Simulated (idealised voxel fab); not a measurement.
voxel tone inversion: a process module
FYI the section here is cut, 275 nm wide, cells are 5 nm squares.
A cross-section is a grid of square cells, given in bands from the top down. A band is one or more rows of cells.
The band entry comprises the height of the band's top followed by the height of its bottom, expressed in nm, and subsequently the band's materials from left to right, each stated together with its width in nm. Where a single material is marked with the word "everywhere", that material fills the band from edge to edge. The word "air" represents empty space.
Height 0 is the level under which the wafer as received is all one material. The lowest band goes on downwards, as in "0..down".
With a width like "30->40", each row of cells in the band differs from the next by the same amount, the top row carrying the first number and the bottom row the second.
Basically "no alteration" means that step didn't change any cell in the cross-section.
Entry "Voids lacking openings". Content: empty spaces with no open connection to the top, size 8 cells or greater. Each: width x height at distance. Distance: from left edge. Unit: nm.
On a step's line, text after the settings is the simulator commenting on that step.
overlay nm: for a step with a mask, the amount by which the mask lay right of where it was planned; a negative amount means left of it.
The planned process steps are enumerated hereunder
- 1: RECEIVE,material Si
- 2: CONFORMAL_DEP,material SiCN,thk nm 5
- 3: DIRECTIONAL_DEP,material aC,thk nm 25
- 4: PATTERN,tone cover,mask id POSTS,material resist,width nm 15,pitch nm 35,thk nm 35,overlay nm 0
- 5: DIRECTIONAL_ETCH,etch materials aC,depth nm 25
- 6: STRIP,etch materials resist
- 7: FILL_DEP,material lowk,thk nm 10
- 8: CMP,height nm 30
- 9: STRIP,etch materials aC
Run as planned: first of two wafers
As-received state of the wafer in cross-section, equivalent to post-step 1
* 0..down | Si everywhere
* Voids lacking openings: none
You're looking at a cross-section of the wafer after step 2
* 5..0 | SiCN everywhere
* Below a height of 0, the structure has not been altered.
You're looking at a cross-section of the wafer after step 3
* 30..5 | aC everywhere
* Below a height of 5, the structure has not been altered.
You're looking at a cross-section of the wafer after step 4
* 65..30 | air: 75, resist: 15, air: 20, resist: 15, air: 20, resist: 15, air: 20, resist: 15, air: 80
* Below a height of 30, the structure has not been altered.
You're looking at a cross-section of the wafer after step 5
* 40..30 | air: 75, resist: 15, air: 20, resist: 15, air: 20, resist: 15, air: 20, resist: 15, air: 80
* 30..5 | air: 75, aC: 15, air: 20, aC: 15, air: 20, aC: 15, air: 20, aC: 15, air: 80
* Below a height of 5, the structure has not been altered.
You're looking at a cross-section of the wafer after step 6
* 30..5 | air: 75, aC: 15, air: 20, aC: 15, air: 20, aC: 15, air: 20, aC: 15, air: 80
* Below a height of 5, the structure has not been altered.
You're looking at a cross-section of the wafer after step 7
* 40..30 | lowk everywhere
* 30..5 | lowk: 75, aC: 15, lowk: 20, aC: 15, lowk: 20, aC: 15, lowk: 20, aC: 15, lowk: 80
* Below a height of 5, the structure has not been altered.
You're looking at a cross-section of the wafer after step 8
* 30..5 | lowk: 75, aC: 15, lowk: 20, aC: 15, lowk: 20, aC: 15, lowk: 20, aC: 15, lowk: 80
* Below a height of 5, the structure has not been altered.
You're looking at a cross-section of the wafer after step 9
* 30..5 | lowk: 75, air: 15, lowk: 20, air: 15, lowk: 20, air: 15, lowk: 20, air: 15, lowk: 80
* Below a height of 5, the structure has not been altered.
Wafer two. Identical start, identical plan. One mistake in execution. Identical history through step 8
Cross-section, second wafer, at the end time the plan gives for step 9
* 30..5 | air: 75, aC: 15, air: 20, aC: 15, air: 20, aC: 15, air: 20, aC: 15, air: 80
* Below a height of 5, the structure has not been altered.
Heads up, the wafer didn't run the way we planned it: step 9, actual vs plan mismatch, actual run STRIP,etch materials lowk
at the end the second wafer has, in cells: aC: 60 more; lowk: 215 fewer
